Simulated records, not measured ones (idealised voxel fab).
process module | voxel transistor to metal
cross-section cut | 195 nm wide | cells 5 nm
A cross-section is a grid of square cells, given in bands from the top down. A band is one or more rows of cells.
Each band's line starts with the height of the band's top and of its bottom, in nm. Then come its materials from left to right, each with its width in nm. One material with "throughout" fills the band from edge to edge. "air" is empty space.
Height 0 is the level under which the wafer as received is all one material. The lowest band goes on downwards, as in "0 down".
A width such as "30 to 40" changes by the same amount from each row of cells to the next, from the band's top row to its bottom row.
"no change" after a step means that no cell of the cross-section changed.
closed voids: empty space of 8 cells or more with no open way to the top, each as width x height at its distance from the left edge, in nm
after a step's settings: what the simulator itself notes on the step
overlay nm, on a step with a mask: how far to the right of its planned place the mask lay; to the left if negative
plan
1 op RECEIVE | material Si
2 op OXIDIZE | depth nm 5
3 op CONFORMAL_DEP | material SiN | thk nm 15
4 op MASKED_ETCH | tone cover | mask id ACTIVE | width nm 105 | etch materials SiN | depth nm 15 | overlay nm 0
5 op MASKED_ETCH | tone cover | mask id ACTIVE | width nm 105 | etch materials SiO2 | depth nm 5 | overlay nm 0
6 op MASKED_ETCH | tone cover | mask id ACTIVE | width nm 105 | etch materials Si | depth nm 25 | overlay nm 0
7 op FILL_DEP | material SiO2 | thk nm 15
8 op CMP | height nm 15
9 op SELECTIVE_ETCH | etch materials SiO2 | depth nm 5
10 op STRIP | etch materials SiN
11 op SELECTIVE_ETCH | etch materials SiO2 | depth nm 5
12 op OXIDIZE | depth nm 5
13 op DIRECTIONAL_DEP | material polySi | thk nm 25
14 op DIRECTIONAL_DEP | material SiCN | thk nm 10
15 op MASKED_ETCH | tone cover | mask id GATE | width nm 15 | etch materials SiCN | depth nm 20 | overlay nm 0
16 op MASKED_ETCH | tone cover | mask id GATE | width nm 15 | etch materials polySi | depth nm 35 | overlay nm 0
17 op CONFORMAL_DEP | material SiO2 | thk nm 5
18 op DIRECTIONAL_ETCH | etch materials SiO2 | depth nm 5
19 op CONFORMAL_DEP | material SiN | thk nm 5
20 op DIRECTIONAL_ETCH | etch materials SiN | depth nm 5
21 op DIRECTIONAL_ETCH | etch materials SiO2 | depth nm 5
22 op DIRECTIONAL_ETCH | etch materials Si | depth nm 5
23 op EPI | material SiGe | thk nm 10
24 op FILL_DEP | material SiO2 | thk nm 5
25 op CMP | height nm 30
26 op DIRECTIONAL_DEP | material SiO2 | thk nm 10
27 op DIRECTIONAL_DEP | material aC | thk nm 15
28 op PATTERN | tone open | mask id CONTACT | material resist | width nm 35 | pitch nm 60 | thk nm 35 | overlay nm 0
29 op DIRECTIONAL_ETCH | etch materials aC | depth nm 15
30 op STRIP | etch materials resist
31 op DIRECTIONAL_ETCH | etch materials SiO2 | depth nm 45
32 op STRIP | etch materials aC
33 op CONFORMAL_DEP | material TiN | thk nm 5
34 op FILL_DEP | material Ru | thk nm 10
35 op CMP | height nm 40
36 op CONFORMAL_DEP | material SiN | thk nm 5
37 op DIRECTIONAL_DEP | material lowk | thk nm 25
38 op MASKED_ETCH | tone open | mask id METAL_1 | width nm 20 | pitch nm 75 | etch materials lowk | depth nm 25 | overlay nm 0
39 op MASKED_ETCH | tone open | mask id METAL_1 | width nm 20 | pitch nm 75 | etch materials SiN | depth nm 5 | overlay nm 0
40 op CONFORMAL_DEP | material TiN | thk nm 5
41 op FILL_DEP | material W | thk nm 10
42 op CMP | height nm 70
43 op CONFORMAL_DEP | material SiCN | thk nm 5
first wafer, as planned
as received, after step 1
  0 down: Si throughout
  closed voids: none
after step 2
  0 to -5: SiO2 throughout
  below -5: unchanged
after step 3
  15 to 0: SiN throughout
  below 0: unchanged
after step 4
  15 to 0: air 45 | SiN 105 | air 45
  below 0: unchanged
after step 5
  15 to 0: air 45 | SiN 105 | air 45
  0 to -5: air 45 | SiO2 105 | air 45
  below -5: unchanged
after step 6
  15 to 0: air 45 | SiN 105 | air 45
  0 to -5: air 45 | SiO2 105 | air 45
  -5 to -30: air 45 | Si 105 | air 45
  below -30: unchanged
after step 7
  30 to 15: SiO2 throughout
  15 to 0: SiO2 45 | SiN 105 | SiO2 45
  0 to -5: SiO2 throughout
  -5 to -30: SiO2 45 | Si 105 | SiO2 45
  below -30: unchanged
after step 8
  15 to 0: SiO2 45 | SiN 105 | SiO2 45
  below 0: unchanged
after step 9
  15 to 10: air 45 | SiN 105 | air 45
  below 10: unchanged
after step 10
  10 to 0: SiO2 45 | air 105 | SiO2 45
  below 0: unchanged
after step 11
  5 to -5: SiO2 40 | air 115 | SiO2 40
  below -5: unchanged
after step 12
  5 to -5: SiO2 40 | air 115 | SiO2 40
  -5 to -10: SiO2 throughout
  below -10: unchanged
after step 13
  30 to 20: polySi 40 | air 115 | polySi 40
  20 to 5: polySi throughout
  5 to -5: SiO2 40 | polySi 115 | SiO2 40
  below -5: unchanged
after step 14
  40 to 30: SiCN 40 | air 115 | SiCN 40
  30 to 20: polySi 40 | SiCN 115 | polySi 40
  below 20: unchanged
after step 15
  30 to 20: polySi 40 | air 50 | SiCN 15 | air 50 | polySi 40
  below 20: unchanged
after step 16
  30 to 20: air 90 | SiCN 15 | air 90
  20 to 5: air 90 | polySi 15 | air 90
  5 to -5: SiO2 40 | air 50 | polySi 15 | air 50 | SiO2 40
  below -5: unchanged
after step 17
  35 to 30: air 85 | SiO2 25 | air 85
  30 to 20: air 85 | SiO2 5 | SiCN 15 | SiO2 5 | air 85
  20 to 10: air 85 | SiO2 5 | polySi 15 | SiO2 5 | air 85
  10 to 0: SiO2 45 | air 40 | SiO2 5 | polySi 15 | SiO2 5 | air 40 | SiO2 45
  0 to -5: SiO2 90 | polySi 15 | SiO2 90
  below -5: unchanged
after step 18
  30 to 20: air 85 | SiO2 5 | SiCN 15 | SiO2 5 | air 85
  20 to 5: air 85 | SiO2 5 | polySi 15 | SiO2 5 | air 85
  5 to -5: SiO2 45 | air 40 | SiO2 5 | polySi 15 | SiO2 5 | air 40 | SiO2 45
  below -5: unchanged
after step 19
  35 to 30: air 80 | SiN 35 | air 80
  30 to 20: air 80 | SiN 5 | SiO2 5 | SiCN 15 | SiO2 5 | SiN 5 | air 80
  20 to 10: air 80 | SiN 5 | SiO2 5 | polySi 15 | SiO2 5 | SiN 5 | air 80
  10 to 5: SiN 50 | air 30 | SiN 5 | SiO2 5 | polySi 15 | SiO2 5 | SiN 5 | air 30 | SiN 50
  5 to 0: SiO2 45 | SiN 5 | air 30 | SiN 5 | SiO2 5 | polySi 15 | SiO2 5 | SiN 5 | air 30 | SiN 5 | SiO2 45
  0 to -5: SiO2 45 | SiN 40 | SiO2 5 | polySi 15 | SiO2 5 | SiN 40 | SiO2 45
  below -5: unchanged
after step 20
  30 to 20: air 80 | SiN 5 | SiO2 5 | SiCN 15 | SiO2 5 | SiN 5 | air 80
  20 to 5: air 80 | SiN 5 | SiO2 5 | polySi 15 | SiO2 5 | SiN 5 | air 80
  5 to -5: SiO2 45 | SiN 5 | air 30 | SiN 5 | SiO2 5 | polySi 15 | SiO2 5 | SiN 5 | air 30 | SiN 5 | SiO2 45
  below -5: unchanged
after step 21
  30 to 25: air 80 | SiN 5 | air 5 | SiCN 15 | air 5 | SiN 5 | air 80
  25 to 20: air 80 | SiN 5 | SiO2 5 | SiCN 15 | SiO2 5 | SiN 5 | air 80
  20 to 5: air 80 | SiN 5 | SiO2 5 | polySi 15 | SiO2 5 | SiN 5 | air 80
  5 to 0: air 45 | SiN 5 | air 30 | SiN 5 | SiO2 5 | polySi 15 | SiO2 5 | SiN 5 | air 30 | SiN 5 | air 45
  0 to -5: SiO2 45 | SiN 5 | air 30 | SiN 5 | SiO2 5 | polySi 15 | SiO2 5 | SiN 5 | air 30 | SiN 5 | SiO2 45
  -5 to -10: SiO2 50 | air 30 | SiO2 35 | air 30 | SiO2 50
  below -10: unchanged
after step 22
  30 to 25: air 80 | SiN 5 | air 5 | SiCN 15 | air 5 | SiN 5 | air 80
  25 to 20: air 80 | SiN 5 | SiO2 5 | SiCN 15 | SiO2 5 | SiN 5 | air 80
  20 to 5: air 80 | SiN 5 | SiO2 5 | polySi 15 | SiO2 5 | SiN 5 | air 80
  5 to 0: air 45 | SiN 5 | air 30 | SiN 5 | SiO2 5 | polySi 15 | SiO2 5 | SiN 5 | air 30 | SiN 5 | air 45
  0 to -5: SiO2 45 | SiN 5 | air 30 | SiN 5 | SiO2 5 | polySi 15 | SiO2 5 | SiN 5 | air 30 | SiN 5 | SiO2 45
  -5 to -10: SiO2 50 | air 30 | SiO2 35 | air 30 | SiO2 50
  -10 to -15: SiO2 45 | Si 5 | air 30 | Si 35 | air 30 | Si 5 | SiO2 45
  below -15: unchanged
after step 23
  30 to 25: air 80 | SiN 5 | air 5 | SiCN 15 | air 5 | SiN 5 | air 80
  25 to 20: air 80 | SiN 5 | SiO2 5 | SiCN 15 | SiO2 5 | SiN 5 | air 80
  20 to 5: air 80 | SiN 5 | SiO2 5 | polySi 15 | SiO2 5 | SiN 5 | air 80
  5 to 0: air 45 | SiN 5 | air 30 | SiN 5 | SiO2 5 | polySi 15 | SiO2 5 | SiN 5 | air 30 | SiN 5 | air 45
  0 to -5: SiO2 45 | SiN 5 | SiGe 10 | air 10 | SiGe 10 | SiN 5 | SiO2 5 | polySi 15 | SiO2 5 | SiN 5 | SiGe 10 | air 10 | SiGe 10 | SiN 5 | SiO2 45
  -5 to -10: SiO2 50 | SiGe 30 | SiO2 35 | SiGe 30 | SiO2 50
  -10 to -15: SiO2 45 | Si 5 | SiGe 30 | Si 35 | SiGe 30 | Si 5 | SiO2 45
  below -15: unchanged
after step 24
  35 to 30: SiO2 throughout
  30 to 20: SiO2 80 | SiN 5 | SiO2 5 | SiCN 15 | SiO2 5 | SiN 5 | SiO2 80
  20 to 5: SiO2 80 | SiN 5 | SiO2 5 | polySi 15 | SiO2 5 | SiN 5 | SiO2 80
  5 to 0: SiO2 45 | SiN 5 | SiO2 30 | SiN 5 | SiO2 5 | polySi 15 | SiO2 5 | SiN 5 | SiO2 30 | SiN 5 | SiO2 45
  0 to -5: SiO2 45 | SiN 5 | SiGe 10 | SiO2 10 | SiGe 10 | SiN 5 | SiO2 5 | polySi 15 | SiO2 5 | SiN 5 | SiGe 10 | SiO2 10 | SiGe 10 | SiN 5 | SiO2 45
  below -5: unchanged
after step 25
  30 to 20: SiO2 80 | SiN 5 | SiO2 5 | SiCN 15 | SiO2 5 | SiN 5 | SiO2 80
  below 20: unchanged
after step 26
  40 to 30: SiO2 throughout
  below 30: unchanged
after step 27
  55 to 40: aC throughout
  below 40: unchanged
after step 28
  90 to 55: resist 50 | air 35 | resist 25 | air 35 | resist 50
  below 55: unchanged
after step 29
  75 to 55: resist 50 | air 35 | resist 25 | air 35 | resist 50
  55 to 40: aC 50 | air 35 | aC 25 | air 35 | aC 50
  below 40: unchanged
after step 30
  55 to 40: aC 50 | air 35 | aC 25 | air 35 | aC 50
  below 40: unchanged
after step 31
  55 to 40: aC 50 | air 35 | aC 25 | air 35 | aC 50
  40 to 30: SiO2 50 | air 35 | SiO2 25 | air 35 | SiO2 50
  30 to 20: SiO2 50 | air 30 | SiN 5 | SiO2 5 | SiCN 15 | SiO2 5 | SiN 5 | air 30 | SiO2 50
  20 to 5: SiO2 50 | air 30 | SiN 5 | SiO2 5 | polySi 15 | SiO2 5 | SiN 5 | air 30 | SiO2 50
  5 to 0: SiO2 45 | SiN 5 | air 30 | SiN 5 | SiO2 5 | polySi 15 | SiO2 5 | SiN 5 | air 30 | SiN 5 | SiO2 45
  0 to -5: SiO2 45 | SiN 5 | SiGe 10 | air 10 | SiGe 10 | SiN 5 | SiO2 5 | polySi 15 | SiO2 5 | SiN 5 | SiGe 10 | air 10 | SiGe 10 | SiN 5 | SiO2 45
  below -5: unchanged
after step 32
  40 to 30: SiO2 50 | air 35 | SiO2 25 | air 35 | SiO2 50
  below 30: unchanged
after step 33
  45 to 40: TiN 55 | air 25 | TiN 35 | air 25 | TiN 55
  40 to 30: SiO2 50 | TiN 5 | air 25 to 20 | TiN 5 to 10 | SiO2 25 | TiN 5 to 10 | air 25 to 20 | TiN 5 | SiO2 50
  30 to 20: SiO2 50 | TiN 5 | air 20 | TiN 5 | SiN 5 | SiO2 5 | SiCN 15 | SiO2 5 | SiN 5 | TiN 5 | air 20 | TiN 5 | SiO2 50
  20 to 5: SiO2 50 | TiN 5 | air 20 | TiN 5 | SiN 5 | SiO2 5 | polySi 15 | SiO2 5 | SiN 5 | TiN 5 | air 20 | TiN 5 | SiO2 50
  5 to 0: SiO2 45 | SiN 5 | TiN 30 | SiN 5 | SiO2 5 | polySi 15 | SiO2 5 | SiN 5 | TiN 30 | SiN 5 | SiO2 45
  0 to -5: SiO2 45 | SiN 5 | SiGe 10 | TiN 10 | SiGe 10 | SiN 5 | SiO2 5 | polySi 15 | SiO2 5 | SiN 5 | SiGe 10 | TiN 10 | SiGe 10 | SiN 5 | SiO2 45
  below -5: unchanged
after step 34
  55 to 45: Ru throughout
  45 to 40: TiN 55 | Ru 25 | TiN 35 | Ru 25 | TiN 55
  40 to 30: SiO2 50 | TiN 5 | Ru 25 to 20 | TiN 5 to 10 | SiO2 25 | TiN 5 to 10 | Ru 25 to 20 | TiN 5 | SiO2 50
  30 to 20: SiO2 50 | TiN 5 | Ru 20 | TiN 5 | SiN 5 | SiO2 5 | SiCN 15 | SiO2 5 | SiN 5 | TiN 5 | Ru 20 | TiN 5 | SiO2 50
  20 to 5: SiO2 50 | TiN 5 | Ru 20 | TiN 5 | SiN 5 | SiO2 5 | polySi 15 | SiO2 5 | SiN 5 | TiN 5 | Ru 20 | TiN 5 | SiO2 50
  below 5: unchanged
after step 35
  40 to 30: SiO2 50 | TiN 5 | Ru 25 to 20 | TiN 5 to 10 | SiO2 25 | TiN 5 to 10 | Ru 25 to 20 | TiN 5 | SiO2 50
  below 30: unchanged
after step 36
  45 to 40: SiN throughout
  below 40: unchanged
after step 37
  70 to 45: lowk throughout
  below 45: unchanged
after step 38
  70 to 45: lowk 50 | air 20 | lowk 55 | air 20 | lowk 50
  below 45: unchanged
after step 39
  70 to 45: lowk 50 | air 20 | lowk 55 | air 20 | lowk 50
  45 to 40: SiN 50 | air 20 | SiN 55 | air 20 | SiN 50
  below 40: unchanged
after step 40
  75 to 70: TiN 55 | air 10 | TiN 65 | air 10 | TiN 55
  70 to 45: lowk 50 | TiN 5 | air 10 | TiN 5 | lowk 55 | TiN 5 | air 10 | TiN 5 | lowk 50
  45 to 40: SiN 50 | TiN 20 | SiN 55 | TiN 20 | SiN 50
  below 40: unchanged
after step 41
  85 to 75: W throughout
  75 to 70: TiN 55 | W 10 | TiN 65 | W 10 | TiN 55
  70 to 45: lowk 50 | TiN 5 | W 10 | TiN 5 | lowk 55 | TiN 5 | W 10 | TiN 5 | lowk 50
  below 45: unchanged
after step 42
  70 to 45: lowk 50 | TiN 5 | W 10 | TiN 5 | lowk 55 | TiN 5 | W 10 | TiN 5 | lowk 50
  below 45: unchanged
after step 43
  75 to 70: SiCN throughout
  below 70: unchanged
second wafer: like start, like plan, one mistake. Through step 5 it matches the first wafer
when step 6 should have ended
  15 to 0: air 45 | SiN 105 | air 45
  0 to -5: air 45 | SiO2 105 | air 45
  -5 to -55: air 45 | Si 105 | air 45
  below -55: unchanged
when step 7 should have ended
  30 to 15: SiO2 throughout
  15 to 0: SiO2 45 | SiN 105 | SiO2 45
  0 to -5: SiO2 throughout
  -5 to -55: SiO2 45 | Si 105 | SiO2 45
  below -55: unchanged
when step 8 should have ended
  15 to 0: SiO2 45 | SiN 105 | SiO2 45
  below 0: unchanged
when step 9 should have ended
  15 to 10: air 45 | SiN 105 | air 45
  below 10: unchanged
when step 10 should have ended
  10 to 0: SiO2 45 | air 105 | SiO2 45
  below 0: unchanged
when step 11 should have ended
  5 to -5: SiO2 40 | air 115 | SiO2 40
  below -5: unchanged
when step 12 should have ended
  5 to -5: SiO2 40 | air 115 | SiO2 40
  -5 to -10: SiO2 throughout
  below -10: unchanged
when step 13 should have ended
  30 to 20: polySi 40 | air 115 | polySi 40
  20 to 5: polySi throughout
  5 to -5: SiO2 40 | polySi 115 | SiO2 40
  below -5: unchanged
when step 14 should have ended
  40 to 30: SiCN 40 | air 115 | SiCN 40
  30 to 20: polySi 40 | SiCN 115 | polySi 40
  below 20: unchanged
when step 15 should have ended
  30 to 20: polySi 40 | air 50 | SiCN 15 | air 50 | polySi 40
  below 20: unchanged
when step 16 should have ended
  30 to 20: air 90 | SiCN 15 | air 90
  20 to 5: air 90 | polySi 15 | air 90
  5 to -5: SiO2 40 | air 50 | polySi 15 | air 50 | SiO2 40
  below -5: unchanged
when step 17 should have ended
  35 to 30: air 85 | SiO2 25 | air 85
  30 to 20: air 85 | SiO2 5 | SiCN 15 | SiO2 5 | air 85
  20 to 10: air 85 | SiO2 5 | polySi 15 | SiO2 5 | air 85
  10 to 0: SiO2 45 | air 40 | SiO2 5 | polySi 15 | SiO2 5 | air 40 | SiO2 45
  0 to -5: SiO2 90 | polySi 15 | SiO2 90
  below -5: unchanged
when step 18 should have ended
  30 to 20: air 85 | SiO2 5 | SiCN 15 | SiO2 5 | air 85
  20 to 5: air 85 | SiO2 5 | polySi 15 | SiO2 5 | air 85
  5 to -5: SiO2 45 | air 40 | SiO2 5 | polySi 15 | SiO2 5 | air 40 | SiO2 45
  below -5: unchanged
when step 19 should have ended
  35 to 30: air 80 | SiN 35 | air 80
  30 to 20: air 80 | SiN 5 | SiO2 5 | SiCN 15 | SiO2 5 | SiN 5 | air 80
  20 to 10: air 80 | SiN 5 | SiO2 5 | polySi 15 | SiO2 5 | SiN 5 | air 80
  10 to 5: SiN 50 | air 30 | SiN 5 | SiO2 5 | polySi 15 | SiO2 5 | SiN 5 | air 30 | SiN 50
  5 to 0: SiO2 45 | SiN 5 | air 30 | SiN 5 | SiO2 5 | polySi 15 | SiO2 5 | SiN 5 | air 30 | SiN 5 | SiO2 45
  0 to -5: SiO2 45 | SiN 40 | SiO2 5 | polySi 15 | SiO2 5 | SiN 40 | SiO2 45
  below -5: unchanged
when step 20 should have ended
  30 to 20: air 80 | SiN 5 | SiO2 5 | SiCN 15 | SiO2 5 | SiN 5 | air 80
  20 to 5: air 80 | SiN 5 | SiO2 5 | polySi 15 | SiO2 5 | SiN 5 | air 80
  5 to -5: SiO2 45 | SiN 5 | air 30 | SiN 5 | SiO2 5 | polySi 15 | SiO2 5 | SiN 5 | air 30 | SiN 5 | SiO2 45
  below -5: unchanged
when step 21 should have ended
  30 to 25: air 80 | SiN 5 | air 5 | SiCN 15 | air 5 | SiN 5 | air 80
  25 to 20: air 80 | SiN 5 | SiO2 5 | SiCN 15 | SiO2 5 | SiN 5 | air 80
  20 to 5: air 80 | SiN 5 | SiO2 5 | polySi 15 | SiO2 5 | SiN 5 | air 80
  5 to 0: air 45 | SiN 5 | air 30 | SiN 5 | SiO2 5 | polySi 15 | SiO2 5 | SiN 5 | air 30 | SiN 5 | air 45
  0 to -5: SiO2 45 | SiN 5 | air 30 | SiN 5 | SiO2 5 | polySi 15 | SiO2 5 | SiN 5 | air 30 | SiN 5 | SiO2 45
  -5 to -10: SiO2 50 | air 30 | SiO2 35 | air 30 | SiO2 50
  below -10: unchanged
when step 22 should have ended
  30 to 25: air 80 | SiN 5 | air 5 | SiCN 15 | air 5 | SiN 5 | air 80
  25 to 20: air 80 | SiN 5 | SiO2 5 | SiCN 15 | SiO2 5 | SiN 5 | air 80
  20 to 5: air 80 | SiN 5 | SiO2 5 | polySi 15 | SiO2 5 | SiN 5 | air 80
  5 to 0: air 45 | SiN 5 | air 30 | SiN 5 | SiO2 5 | polySi 15 | SiO2 5 | SiN 5 | air 30 | SiN 5 | air 45
  0 to -5: SiO2 45 | SiN 5 | air 30 | SiN 5 | SiO2 5 | polySi 15 | SiO2 5 | SiN 5 | air 30 | SiN 5 | SiO2 45
  -5 to -10: SiO2 50 | air 30 | SiO2 35 | air 30 | SiO2 50
  -10 to -15: SiO2 45 | Si 5 | air 30 | Si 35 | air 30 | Si 5 | SiO2 45
  below -15: unchanged
when step 23 should have ended
  30 to 25: air 80 | SiN 5 | air 5 | SiCN 15 | air 5 | SiN 5 | air 80
  25 to 20: air 80 | SiN 5 | SiO2 5 | SiCN 15 | SiO2 5 | SiN 5 | air 80
  20 to 5: air 80 | SiN 5 | SiO2 5 | polySi 15 | SiO2 5 | SiN 5 | air 80
  5 to 0: air 45 | SiN 5 | air 30 | SiN 5 | SiO2 5 | polySi 15 | SiO2 5 | SiN 5 | air 30 | SiN 5 | air 45
  0 to -5: SiO2 45 | SiN 5 | SiGe 10 | air 10 | SiGe 10 | SiN 5 | SiO2 5 | polySi 15 | SiO2 5 | SiN 5 | SiGe 10 | air 10 | SiGe 10 | SiN 5 | SiO2 45
  -5 to -10: SiO2 50 | SiGe 30 | SiO2 35 | SiGe 30 | SiO2 50
  -10 to -15: SiO2 45 | Si 5 | SiGe 30 | Si 35 | SiGe 30 | Si 5 | SiO2 45
  below -15: unchanged
when step 24 should have ended
  35 to 30: SiO2 throughout
  30 to 20: SiO2 80 | SiN 5 | SiO2 5 | SiCN 15 | SiO2 5 | SiN 5 | SiO2 80
  20 to 5: SiO2 80 | SiN 5 | SiO2 5 | polySi 15 | SiO2 5 | SiN 5 | SiO2 80
  5 to 0: SiO2 45 | SiN 5 | SiO2 30 | SiN 5 | SiO2 5 | polySi 15 | SiO2 5 | SiN 5 | SiO2 30 | SiN 5 | SiO2 45
  0 to -5: SiO2 45 | SiN 5 | SiGe 10 | SiO2 10 | SiGe 10 | SiN 5 | SiO2 5 | polySi 15 | SiO2 5 | SiN 5 | SiGe 10 | SiO2 10 | SiGe 10 | SiN 5 | SiO2 45
  below -5: unchanged
when step 25 should have ended
  30 to 20: SiO2 80 | SiN 5 | SiO2 5 | SiCN 15 | SiO2 5 | SiN 5 | SiO2 80
  below 20: unchanged
when step 26 should have ended
  40 to 30: SiO2 throughout
  below 30: unchanged
when step 27 should have ended
  55 to 40: aC throughout
  below 40: unchanged
when step 28 should have ended
  90 to 55: resist 50 | air 35 | resist 25 | air 35 | resist 50
  below 55: unchanged
when step 29 should have ended
  75 to 55: resist 50 | air 35 | resist 25 | air 35 | resist 50
  55 to 40: aC 50 | air 35 | aC 25 | air 35 | aC 50
  below 40: unchanged
when step 30 should have ended
  55 to 40: aC 50 | air 35 | aC 25 | air 35 | aC 50
  below 40: unchanged
when step 31 should have ended
  55 to 40: aC 50 | air 35 | aC 25 | air 35 | aC 50
  40 to 30: SiO2 50 | air 35 | SiO2 25 | air 35 | SiO2 50
  30 to 20: SiO2 50 | air 30 | SiN 5 | SiO2 5 | SiCN 15 | SiO2 5 | SiN 5 | air 30 | SiO2 50
  20 to 5: SiO2 50 | air 30 | SiN 5 | SiO2 5 | polySi 15 | SiO2 5 | SiN 5 | air 30 | SiO2 50
  5 to 0: SiO2 45 | SiN 5 | air 30 | SiN 5 | SiO2 5 | polySi 15 | SiO2 5 | SiN 5 | air 30 | SiN 5 | SiO2 45
  0 to -5: SiO2 45 | SiN 5 | SiGe 10 | air 10 | SiGe 10 | SiN 5 | SiO2 5 | polySi 15 | SiO2 5 | SiN 5 | SiGe 10 | air 10 | SiGe 10 | SiN 5 | SiO2 45
  below -5: unchanged
when step 32 should have ended
  40 to 30: SiO2 50 | air 35 | SiO2 25 | air 35 | SiO2 50
  below 30: unchanged
when step 33 should have ended
  45 to 40: TiN 55 | air 25 | TiN 35 | air 25 | TiN 55
  40 to 30: SiO2 50 | TiN 5 | air 25 to 20 | TiN 5 to 10 | SiO2 25 | TiN 5 to 10 | air 25 to 20 | TiN 5 | SiO2 50
  30 to 20: SiO2 50 | TiN 5 | air 20 | TiN 5 | SiN 5 | SiO2 5 | SiCN 15 | SiO2 5 | SiN 5 | TiN 5 | air 20 | TiN 5 | SiO2 50
  20 to 5: SiO2 50 | TiN 5 | air 20 | TiN 5 | SiN 5 | SiO2 5 | polySi 15 | SiO2 5 | SiN 5 | TiN 5 | air 20 | TiN 5 | SiO2 50
  5 to 0: SiO2 45 | SiN 5 | TiN 30 | SiN 5 | SiO2 5 | polySi 15 | SiO2 5 | SiN 5 | TiN 30 | SiN 5 | SiO2 45
  0 to -5: SiO2 45 | SiN 5 | SiGe 10 | TiN 10 | SiGe 10 | SiN 5 | SiO2 5 | polySi 15 | SiO2 5 | SiN 5 | SiGe 10 | TiN 10 | SiGe 10 | SiN 5 | SiO2 45
  below -5: unchanged
when step 34 should have ended
  55 to 45: Ru throughout
  45 to 40: TiN 55 | Ru 25 | TiN 35 | Ru 25 | TiN 55
  40 to 30: SiO2 50 | TiN 5 | Ru 25 to 20 | TiN 5 to 10 | SiO2 25 | TiN 5 to 10 | Ru 25 to 20 | TiN 5 | SiO2 50
  30 to 20: SiO2 50 | TiN 5 | Ru 20 | TiN 5 | SiN 5 | SiO2 5 | SiCN 15 | SiO2 5 | SiN 5 | TiN 5 | Ru 20 | TiN 5 | SiO2 50
  20 to 5: SiO2 50 | TiN 5 | Ru 20 | TiN 5 | SiN 5 | SiO2 5 | polySi 15 | SiO2 5 | SiN 5 | TiN 5 | Ru 20 | TiN 5 | SiO2 50
  below 5: unchanged
when step 35 should have ended
  40 to 30: SiO2 50 | TiN 5 | Ru 25 to 20 | TiN 5 to 10 | SiO2 25 | TiN 5 to 10 | Ru 25 to 20 | TiN 5 | SiO2 50
  below 30: unchanged
when step 36 should have ended
  45 to 40: SiN throughout
  below 40: unchanged
when step 37 should have ended
  70 to 45: lowk throughout
  below 45: unchanged
when step 38 should have ended
  70 to 45: lowk 50 | air 20 | lowk 55 | air 20 | lowk 50
  below 45: unchanged
when step 39 should have ended
  70 to 45: lowk 50 | air 20 | lowk 55 | air 20 | lowk 50
  45 to 40: SiN 50 | air 20 | SiN 55 | air 20 | SiN 50
  below 40: unchanged
when step 40 should have ended
  75 to 70: TiN 55 | air 10 | TiN 65 | air 10 | TiN 55
  70 to 45: lowk 50 | TiN 5 | air 10 | TiN 5 | lowk 55 | TiN 5 | air 10 | TiN 5 | lowk 50
  45 to 40: SiN 50 | TiN 20 | SiN 55 | TiN 20 | SiN 50
  below 40: unchanged
when step 41 should have ended
  85 to 75: W throughout
  75 to 70: TiN 55 | W 10 | TiN 65 | W 10 | TiN 55
  70 to 45: lowk 50 | TiN 5 | W 10 | TiN 5 | lowk 55 | TiN 5 | W 10 | TiN 5 | lowk 50
  below 45: unchanged
when step 42 should have ended
  70 to 45: lowk 50 | TiN 5 | W 10 | TiN 5 | lowk 55 | TiN 5 | W 10 | TiN 5 | lowk 50
  below 45: unchanged
when step 43 should have ended
  75 to 70: SiCN throughout
  below 70: unchanged
what went wrong: step 6 was run twice
at the end the second wafer has, in cells: 90 fewer of Si | 90 more of SiO2
